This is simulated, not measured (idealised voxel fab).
Title: Process Module voxel capacitor over wiring
Square cell edge 5 nm, section width 240 nm, ID cut.
Just so we're on the same page, the cross-sections are grids of square cells, and they're listed out in bands top to bottom, each band one or more rows deep. It is stipulated that each band's entry specify, in nanometres, the height of the top of the band and then that of its bottom, followed by the materials of the band in left-to-right sequence, each together with its width in nanometres. A single material marked by the word "all across" is understood to fill the band from edge to edge; the word "empty" is understood to denote empty space. All heights in this document are referenced to 0, defined as the level beneath which the wafer, as received, consists entirely of one material. The lowest band is not bounded below; it extends indefinitely downward and is written in the form "0 down". Top row gets the first number, bottom row gets the second, and each row in between changes by the same step: that is how a band width like "30..40" works. Any step labelled "no change" changed none of the cells in the cross-section. "Closed empty spaces" enumerates empty spaces isolated from the top, with no open way to it, that contain at least 8 cells, giving each as width x height at distance from the left edge, all three in nm. Past the settings on a step's line: simulator remark, on that step. overlay nm: where the mask lay relative to plan, measured to the right, on steps with a mask; negatives go left.
### Listed below are the process steps as planned
1 RECEIVE, material Si
2 CONFORMAL_DEP, material SiO2, thk nm 10
3 DIRECTIONAL_DEP, material TiN, thk nm 5
4 DIRECTIONAL_DEP, material W, thk nm 15
5 DIRECTIONAL_DEP, material aC, thk nm 10
6 PATTERN, tone cover, mask id METAL_1, material resist, width nm 30, pitch nm 95, thk nm 25, overlay nm 0
7 DIRECTIONAL_ETCH, etch materials aC, depth nm 10
8 STRIP, etch materials resist
9 DIRECTIONAL_ETCH, etch materials W, depth nm 15
10 DIRECTIONAL_ETCH, etch materials TiN, depth nm 5
11 STRIP, etch materials aC
12 CONFORMAL_DEP, material SiN, thk nm 5
13 FILL_DEP, material lowk, thk nm 5
14 CMP, height nm 30
15 CONFORMAL_DEP, material SiCN, thk nm 5
16 DIRECTIONAL_DEP, material lowk, thk nm 10
17 PATTERN, tone open, mask id PLUG_1, material resist, width nm 15, thk nm 20, overlay nm 0
18 DIRECTIONAL_ETCH, etch materials lowk, depth nm 10
19 DIRECTIONAL_ETCH, etch materials SiCN, depth nm 5
20 STRIP, etch materials resist
21 CONFORMAL_DEP, material TiN, thk nm 5
22 FILL_DEP, material Ru, thk nm 5
23 CMP, height nm 45
24 DIRECTIONAL_DEP, material TiN, thk nm 5
25 DIRECTIONAL_DEP, material Al2O3, thk nm 5
26 DIRECTIONAL_DEP, material TiN, thk nm 5
27 DIRECTIONAL_DEP, material aC, thk nm 15
28 PATTERN, tone cover, mask id UPPER_PLATE, material resist, width nm 70, thk nm 35, overlay nm 0
29 DIRECTIONAL_ETCH, etch materials aC, depth nm 15
30 STRIP, etch materials resist
31 DIRECTIONAL_ETCH, etch materials TiN, depth nm 5
32 DIRECTIONAL_ETCH, etch materials Al2O3, depth nm 5
33 STRIP, etch materials aC
34 MASKED_ETCH, tone cover, mask id LOWER_PLATE, width nm 80, etch materials TiN, depth nm 5, overlay nm 0
35 FILL_DEP, material SiO2, thk nm 20
36 CMP, height nm 75
37 MASKED_ETCH, tone open, mask id PLUG_2, width nm 15, etch materials SiO2, depth nm 15, overlay nm 0
38 CONFORMAL_DEP, material TiN, thk nm 5
39 FILL_DEP, material Ru, thk nm 5
40 CMP, height nm 75
41 CONFORMAL_DEP, material SiN, thk nm 5
### Cross-sectional view of the wafer in its as-received condition, corresponding to the state after step 1
> 0 down = Si all across
> Closed empty spaces: none
### Cross-section: first of two wafers, module finished, run according to plan
> 80 to 75 = SiN all across
> 75 to 65 = 80 of SiO2, then 5 of TiN, then 5 of Ru, then 5 of TiN, then 145 of SiO2
> 65 to 55 = 80..70 of SiO2, then 15..70 of TiN, then 145..100 of SiO2
> 55 to 50 = 70 of SiO2, then 70 of Al2O3, then 100 of SiO2
> 50 to 45 = 65 of SiO2, then 80 of TiN, then 95 of SiO2
> 45 to 35 = 70 of lowk, then 5 of TiN, then 5 of Ru, then 5 of TiN, then 155 of lowk
> 35 to 30 = 70 of SiCN, then 15 of TiN, then 155 of SiCN
> 30 to 15 = 50 of lowk, then 5 of SiN, then 30 of W, then 5 of SiN, then 55 of lowk, then 5 of SiN, then 30 of W, then 5 of SiN, then 55 of lowk
> 15 to 10 = 55 of SiN, then 30 of TiN, then 65 of SiN, then 30 of TiN, then 60 of SiN
> 10 to 0 = SiO2 all across
> 0 down = Si all across
> Closed empty spaces: none
### Same start, same plan as the first wafer - but one mistake in the run. Cross-section of the second of the two at the end of the module
> 80 to 75 = SiN all across
> 75 to 65 = 80 of SiO2, then 5 of TiN, then 5 of Ru, then 5 of TiN, then 145 of SiO2
> 65 to 55 = 80..70 of SiO2, then 15..70 of TiN, then 145..100 of SiO2
> 55 to 50 = 70 of SiO2, then 70 of Al2O3, then 100 of SiO2
> 50 to 45 = 65 of SiO2, then 80 of TiN, then 95 of SiO2
> 45 to 35 = 70 of lowk, then 5 of TiN, then 5 of Ru, then 5 of TiN, then 155 of lowk
> 35 to 30 = 70 of SiCN, then 15 of TiN, then 155 of SiCN
> 30 to 25 = 55 of SiN, then 30 of TiN, then 65 of SiN, then 30 of TiN, then 60 of SiN
> 25 to 10 = W all across
> 10 to 0 = SiO2 all across
> 0 down = Si all across
> Closed empty spaces: none
Against the plan, the run slipped here: ran 3 and 4 in swapped order versus the plan
Count the cells at the end and the second wafer has more or fewer of some materials than the first: -12 SiN | +108 W | -96 lowk
